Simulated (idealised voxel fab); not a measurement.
process module | voxel capacitor over wiring
In the cross-section labelled cut, the width is 240 nm and each square cell is 5 nm.
Cross-section = grid of square cells, listed top down in bands; band = one or more rows. What a band's entry tells you: where the top is and where the bottom is, as heights in nm, and after that what lies inside, material by material from left to right, each with its width in nm. Empty space is written as the word "blank", and a single material marked with the word "everywhere" occupies the band from edge to edge. Below 0: as-received wafer, all one material; heights counted from there. Lowest band: no bottom, goes on down, written "0 -> down". The two numbers in a width such as "30..40" mark its ends across the band: the first belongs to the top row of cells, the second to the bottom row, and from each row to the next the width moves by the same amount. For the purposes of this document, the phrase "nothing different" attached to a step denotes that no cell within the cross-section was modified by that step. If an empty space has no open way to the top and is at least 8 cells in size, "Enclosed void inventory" lists it, written width x height at distance, where distance is measured from the left edge and every value is in nm. Step line, after settings: the simulator's comment on this step. A step line may carry the setting "overlay nm", which, for steps involving a mask, states the distance by which the mask lay to the right of its intended position; negative values denote displacement to the left.
### Steps planned for the process
1. RECEIVE,material Si
2. CONFORMAL_DEP,material SiO2,thk nm 10
3. CONFORMAL_DEP,material SiCN,thk nm 5
4. DIRECTIONAL_DEP,material SiO2,thk nm 20
5. DIRECTIONAL_DEP,material aC,thk nm 15
6. PATTERN,tone open,mask id METAL_1,material resist,width nm 30,pitch nm 90,thk nm 30,overlay nm 0
7. DIRECTIONAL_ETCH,etch materials aC,depth nm 15
8. STRIP,etch materials resist
9. DIRECTIONAL_ETCH,etch materials SiO2,depth nm 20
10. DIRECTIONAL_ETCH,etch materials SiCN,depth nm 5
11. STRIP,etch materials aC
12. CONFORMAL_DEP,material TiN,thk nm 5
13. FILL_DEP,material Cu,thk nm 10
14. CMP,height nm 35
15. CONFORMAL_DEP,material SiCN,thk nm 5
16. DIRECTIONAL_DEP,material lowk,thk nm 20
17. DIRECTIONAL_DEP,material aC,thk nm 10
18. PATTERN,tone open,mask id PLUG_1,material resist,width nm 15,thk nm 30,overlay nm 0
19. DIRECTIONAL_ETCH,etch materials aC,depth nm 10
20. STRIP,etch materials resist
21. DIRECTIONAL_ETCH,etch materials lowk,depth nm 20
22. DIRECTIONAL_ETCH,etch materials SiCN,depth nm 5
23. STRIP,etch materials aC
24. EPI,material Ru,thk nm 10
25. EPI,material Ru,thk nm 10
26. EPI,material Ru,thk nm 5
27. DIRECTIONAL_DEP,material TiN,thk nm 10
28. DIRECTIONAL_DEP,material HfO2,thk nm 5
29. DIRECTIONAL_DEP,material TiN,thk nm 10
30. PATTERN,tone cover,mask id UPPER_PLATE,material resist,width nm 65,thk nm 20,overlay nm 0
31. DIRECTIONAL_ETCH,etch materials TiN,depth nm 10
32. DIRECTIONAL_ETCH,etch materials HfO2,depth nm 5
33. STRIP,etch materials resist
34. DIRECTIONAL_DEP,material aC,thk nm 10
35. PATTERN,tone cover,mask id LOWER_PLATE,material resist,width nm 75,thk nm 25,overlay nm 0
36. DIRECTIONAL_ETCH,etch materials aC,depth nm 10
37. STRIP,etch materials resist
38. DIRECTIONAL_ETCH,etch materials TiN,depth nm 10
39. STRIP,etch materials aC
40. FILL_DEP,material SiO2,thk nm 20
41. CMP,height nm 100
42. DIRECTIONAL_DEP,material aC,thk nm 10
43. PATTERN,tone open,mask id PLUG_2,material resist,width nm 15,thk nm 25,overlay nm 0
44. DIRECTIONAL_ETCH,etch materials aC,depth nm 10
45. STRIP,etch materials resist
46. DIRECTIONAL_ETCH,etch materials SiO2,depth nm 15
47. STRIP,etch materials aC
48. CONFORMAL_DEP,material TiN,thk nm 5
49. FILL_DEP,material Cu,thk nm 5
50. CMP,height nm 100
51. CONFORMAL_DEP,material SiCN,thk nm 5
The wafers in this document start out alike and differ in the width nm applied at step 43; the plan shows the value used for the first wafer.
### Cross-section of the first incoming wafer of several, state after step 1
* 0 -> down  Si everywhere
* Enclosed void inventory: none
### The figure below presents a cross-section of the first of several wafers at the conclusion of the module, following its last step, step 51
* 105 -> 100  SiCN everywhere
* 100 -> 90  85 of SiO2 / 5 of TiN / 5 of Cu / 5 of TiN / 140 of SiO2
* 90 -> 85  85 of SiO2 / 15 of TiN / 140 of SiO2
* 85 -> 75  75 of SiO2 / 65 of TiN / 100 of SiO2
* 75 -> 70  75 of SiO2 / 65 of HfO2 / 100 of SiO2
* 70 -> 60  70 of SiO2 / 75 of TiN / 95 of SiO2
* 60 -> 40  75 of lowk / 15 of Ru / 150 of lowk
* 40 -> 35  75 of SiCN / 15 of Ru / 150 of SiCN
* 35 -> 15  60 of SiO2 / 5 of TiN / 20 of Cu / 5 of TiN / 60 of SiO2 / 5 of TiN / 20 of Cu / 5 of TiN / 60 of SiO2
* 15 -> 10  60 of SiCN / 30 of TiN / 60 of SiCN / 30 of TiN / 60 of SiCN
* 10 -> 0  SiO2 everywhere
* 0 -> down  Si everywhere
* Enclosed void inventory: none
### Module end, final wafer: cross-section
* 105 -> 100  SiCN everywhere
* 100 -> 90  80 of SiO2 / 5 of TiN / 20 of Cu / 5 of TiN / 130 of SiO2
* 90 -> 85  80 of SiO2 / 30 of TiN / 130 of SiO2
* 85 -> 75  75 of SiO2 / 65 of TiN / 100 of SiO2
* 75 -> 70  75 of SiO2 / 65 of HfO2 / 100 of SiO2
* 70 -> 60  70 of SiO2 / 75 of TiN / 95 of SiO2
* 60 -> 40  75 of lowk / 15 of Ru / 150 of lowk
* 40 -> 35  75 of SiCN / 15 of Ru / 150 of SiCN
* 35 -> 15  60 of SiO2 / 5 of TiN / 20 of Cu / 5 of TiN / 60 of SiO2 / 5 of TiN / 20 of Cu / 5 of TiN / 60 of SiO2
* 15 -> 10  60 of SiCN / 30 of TiN / 60 of SiCN / 30 of TiN / 60 of SiCN
* 10 -> 0  SiO2 everywhere
* 0 -> down  Si everywhere
* Enclosed void inventory: none
### Note: the following table is arranged by wafer, a row apiece. Each row reports the end-of-module state: per material, cells gained (+) or cells lost (-) compared with the wafer as received; closed voids follow
width nm 15; +34 Cu; +13 HfO2; +15 Ru; +129 SiCN; +546 SiO2; +91 TiN; +180 lowk; Enclosed void inventory: none
width nm 20; +36 Cu; +13 HfO2; +15 Ru; +129 SiCN; +543 SiO2; +92 TiN; +180 lowk; Enclosed void inventory: none
width nm 25; +38 Cu; +13 HfO2; +15 Ru; +129 SiCN; +540 SiO2; +93 TiN; +180 lowk; Enclosed void inventory: none
width nm 30; +40 Cu; +13 HfO2; +15 Ru; +129 SiCN; +537 SiO2; +94 TiN; +180 lowk; Enclosed void inventory: none
